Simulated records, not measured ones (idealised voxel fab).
Name of the process module below: voxel wiring stack
Section shown: cut. Width: 230 nm. Cell size: 5 nm, square.
Cross-section, as written here: a square-cell grid given band by band from the top down, where a band holds one or more rows of cells. The entry gives the band's vertical extent as a top height and a bottom height in nm, then its horizontal make-up as materials from left to right, each with a width in nm. "blank" stands for empty space; a single material marked "throughout" fills the band edge to edge. Counting heights begins at 0, where everything beneath is, in the wafer as received, one material. The lowest band has no bottom; it goes on downwards, as "from 0 down" shows. The two numbers in a width such as "30 to 40" mark its ends across the band: the first belongs to the top row of cells, the second to the bottom row, and from each row to the next the width moves by the same amount. It should be understood that the words "no change occurred", when stated for a given step, signify that the cross-section underwent no change in any of its cells during that step. For the entry "Sealed voids", the listed items are empty spaces with no open way to the top whose size is 8 cells or more; each item follows the pattern width x height at distance, where distance is from the left edge and all three are in nm. The remark found on a step's line after its settings is issued by the simulator itself and pertains to that step. overlay nm, on a step with a mask: how far to the right of its planned place the mask lay; to the left if negative.

Intended process steps:
1. RECEIVE, material Si
2. CONFORMAL_DEP, material SiO2, thk nm 10
3. CONFORMAL_DEP, material SiCN, thk nm 5
4. DIRECTIONAL_DEP, material SiO2, thk nm 15
5. MASKED_ETCH, tone open, mask id METAL_1, width nm 20, pitch nm 35, etch materials SiO2, depth nm 15, overlay nm 0
6. MASKED_ETCH, tone open, mask id METAL_1, width nm 20, pitch nm 35, etch materials SiCN, depth nm 5, overlay nm 0
7. CONFORMAL_DEP, material TiN, thk nm 5
8. FILL_DEP, material W, thk nm 5
9. CMP, height nm 30
10. EPI, material Ru, thk nm 5
11. FILL_DEP, material SiCN, thk nm 5
12. DIRECTIONAL_DEP, material lowk, thk nm 20
13. MASKED_ETCH, tone open, mask id PLUG_1, width nm 15, pitch nm 35, etch materials lowk, depth nm 20, overlay nm -15
14. MASKED_ETCH, tone open, mask id PLUG_1, width nm 15, pitch nm 35, etch materials SiCN, depth nm 5, overlay nm 0
15. CONFORMAL_DEP, material TiN, thk nm 5
16. FILL_DEP, material Cu, thk nm 10
17. CMP, height nm 60
18. DIRECTIONAL_DEP, material TiN, thk nm 5
19. DIRECTIONAL_DEP, material W, thk nm 20
20. PATTERN, tone cover, mask id METAL_2, material resist, width nm 20, pitch nm 35, thk nm 15, overlay nm 0
21. DIRECTIONAL_ETCH, etch materials W, depth nm 20
22. DIRECTIONAL_ETCH, etch materials TiN, depth nm 5
23. STRIP, etch materials resist
24. FILL_DEP, material lowk, thk nm 10
25. CMP, height nm 85
26. CONFORMAL_DEP, material SiCN, thk nm 5
27. DIRECTIONAL_DEP, material SiO2, thk nm 30
28. DIRECTIONAL_DEP, material aC, thk nm 10
29. PATTERN, tone open, mask id METAL_3_HOLES, material resist, width nm 15, pitch nm 70, thk nm 25, overlay nm 0
30. DIRECTIONAL_ETCH, etch materials aC, depth nm 10
31. STRIP, etch materials resist
32. DIRECTIONAL_ETCH, etch materials SiO2, depth nm 30
33. STRIP, etch materials aC
34. PATTERN, tone open, mask id METAL_3, material resist, width nm 20, pitch nm 35, thk nm 20, overlay nm 0
35. DIRECTIONAL_ETCH, etch materials SiO2, depth nm 15
36. DIRECTIONAL_ETCH, etch materials SiCN, depth nm 5
37. STRIP, etch materials resist
38. CONFORMAL_DEP, material TiN, thk nm 5
39. FILL_DEP, material Cu, thk nm 5
40. CMP, height nm 120
41. CONFORMAL_DEP, material SiCN, thk nm 5
Be aware that, although all wafers share a common starting state, the overlay nm at step 13 differs among them, and the plan displays the first wafer's value.

Cut through the first of several wafers as received, post step 1:
from 0 down | Si throughout
Sealed voids: none

Cross-section, first of several wafers, end of module, after last step 41:
from 125 to 120 | SiCN throughout
from 120 to 110 | 50 SiO2, 5 TiN, 10 Cu, 5 TiN, 15 SiO2, 5 TiN, 10 Cu, 5 TiN, 15 SiO2, 5 TiN, 10 Cu, 5 TiN, 15 SiO2, 5 TiN, 10 Cu, 5 TiN, 55 SiO2
from 110 to 105 | 50 SiO2, 5 TiN, 5 Cu, 10 TiN, 15 SiO2, 20 TiN, 15 SiO2, 5 TiN, 5 Cu, 10 TiN, 15 SiO2, 20 TiN, 55 SiO2
from 105 to 90 | 50 SiO2, 5 TiN, 5 Cu, 5 TiN, 55 SiO2, 5 TiN, 5 Cu, 5 TiN, 95 SiO2
from 90 to 85 | 50 SiCN, 15 TiN, 55 SiCN, 15 TiN, 95 SiCN
from 85 to 65 | 50 lowk, 20 W, 15 lowk, 20 W, 15 lowk, 20 W, 15 lowk, 20 W, 55 lowk
from 65 to 60 | 50 lowk, 20 TiN, 15 lowk, 20 TiN, 15 lowk, 20 TiN, 15 lowk, 20 TiN, 55 lowk
from 60 to 45 | 35 lowk, 5 TiN, 5 Cu, 5 TiN, 20 lowk, 5 TiN, 5 Cu, 5 TiN, 20 lowk, 5 TiN, 5 Cu, 5 TiN, 20 lowk, 5 TiN, 5 Cu, 5 TiN, 75 lowk
from 45 to 40 | 35 lowk, 15 TiN, 20 lowk, 15 TiN, 20 lowk, 15 TiN, 20 lowk, 15 TiN, 75 lowk
from 40 to 35 | SiCN throughout
from 35 to 30 | 45 SiCN, 30 Ru, 5 SiCN, 30 Ru, 5 SiCN, 30 Ru, 5 SiCN, 30 Ru, 50 SiCN
from 30 to 15 | 50 SiO2, 5 TiN, 10 W, 5 TiN, 15 SiO2, 5 TiN, 10 W, 5 TiN, 15 SiO2, 5 TiN, 10 W, 5 TiN, 15 SiO2, 5 TiN, 10 W, 5 TiN, 55 SiO2
from 15 to 10 | 50 SiCN, 20 TiN, 15 SiCN, 20 TiN, 15 SiCN, 20 TiN, 15 SiCN, 20 TiN, 55 SiCN
from 10 to 0 | SiO2 throughout
from 0 down | Si throughout
Sealed voids: none

Cross-section, last wafer, module completion:
from 125 to 120 | SiCN throughout
from 120 to 110 | 50 SiO2, 5 TiN, 10 Cu, 5 TiN, 15 SiO2, 5 TiN, 10 Cu, 5 TiN, 15 SiO2, 5 TiN, 10 Cu, 5 TiN, 15 SiO2, 5 TiN, 10 Cu, 5 TiN, 55 SiO2
from 110 to 105 | 50 SiO2, 5 TiN, 5 Cu, 10 TiN, 15 SiO2, 20 TiN, 15 SiO2, 5 TiN, 5 Cu, 10 TiN, 15 SiO2, 20 TiN, 55 SiO2
from 105 to 90 | 50 SiO2, 5 TiN, 5 Cu, 5 TiN, 55 SiO2, 5 TiN, 5 Cu, 5 TiN, 95 SiO2
from 90 to 85 | 50 SiCN, 15 TiN, 55 SiCN, 15 TiN, 95 SiCN
from 85 to 65 | 50 lowk, 20 W, 15 lowk, 20 W, 15 lowk, 20 W, 15 lowk, 20 W, 55 lowk
from 65 to 60 | 50 lowk, 20 TiN, 15 lowk, 20 TiN, 15 lowk, 20 TiN, 15 lowk, 20 TiN, 55 lowk
from 60 to 45 | 65 lowk, 5 TiN, 5 Cu, 5 TiN, 20 lowk, 5 TiN, 5 Cu, 5 TiN, 20 lowk, 5 TiN, 5 Cu, 5 TiN, 20 lowk, 5 TiN, 5 Cu, 5 TiN, 45 lowk
from 45 to 40 | 65 lowk, 15 TiN, 20 lowk, 15 TiN, 20 lowk, 15 TiN, 20 lowk, 15 TiN, 45 lowk
from 40 to 35 | SiCN throughout
from 35 to 30 | 45 SiCN, 30 Ru, 5 SiCN, 30 Ru, 5 SiCN, 30 Ru, 5 SiCN, 30 Ru, 50 SiCN
from 30 to 15 | 50 SiO2, 5 TiN, 10 W, 5 TiN, 15 SiO2, 5 TiN, 10 W, 5 TiN, 15 SiO2, 5 TiN, 10 W, 5 TiN, 15 SiO2, 5 TiN, 10 W, 5 TiN, 55 SiO2
from 15 to 10 | 50 SiCN, 20 TiN, 15 SiCN, 20 TiN, 15 SiCN, 20 TiN, 15 SiCN, 20 TiN, 55 SiCN
from 10 to 0 | SiO2 throughout
from 0 down | Si throughout
Sealed voids: none

The following table contains a row per wafer, in which are reported, at the conclusion of the module, the cells of each material gained (+) or lost (-) since the wafer's receipt, with its closed voids given thereafter:
overlay nm -15, +36 Cu, +24 Ru, +184 SiCN, +392 SiO2, +140 TiN, +88 W, +286 lowk, Sealed voids: none
overlay nm -10, +36 Cu, +24 Ru, +180 SiCN, +392 SiO2, +144 TiN, +88 W, +286 lowk, Sealed voids: none
overlay nm -5, +36 Cu, +24 Ru, +176 SiCN, +392 SiO2, +148 TiN, +88 W, +286 lowk, Sealed voids: none
overlay nm 0, +40 Cu, +24 Ru, +172 SiCN, +392 SiO2, +148 TiN, +88 W, +286 lowk, Sealed voids: none
overlay nm 5, +36 Cu, +24 Ru, +176 SiCN, +392 SiO2, +148 TiN, +88 W, +286 lowk, Sealed voids: none
overlay nm 10, +36 Cu, +24 Ru, +180 SiCN, +392 SiO2, +144 TiN, +88 W, +286 lowk, Sealed voids: none
overlay nm 15, +36 Cu, +24 Ru, +184 SiCN, +392 SiO2, +140 TiN, +88 W, +286 lowk, Sealed voids: none
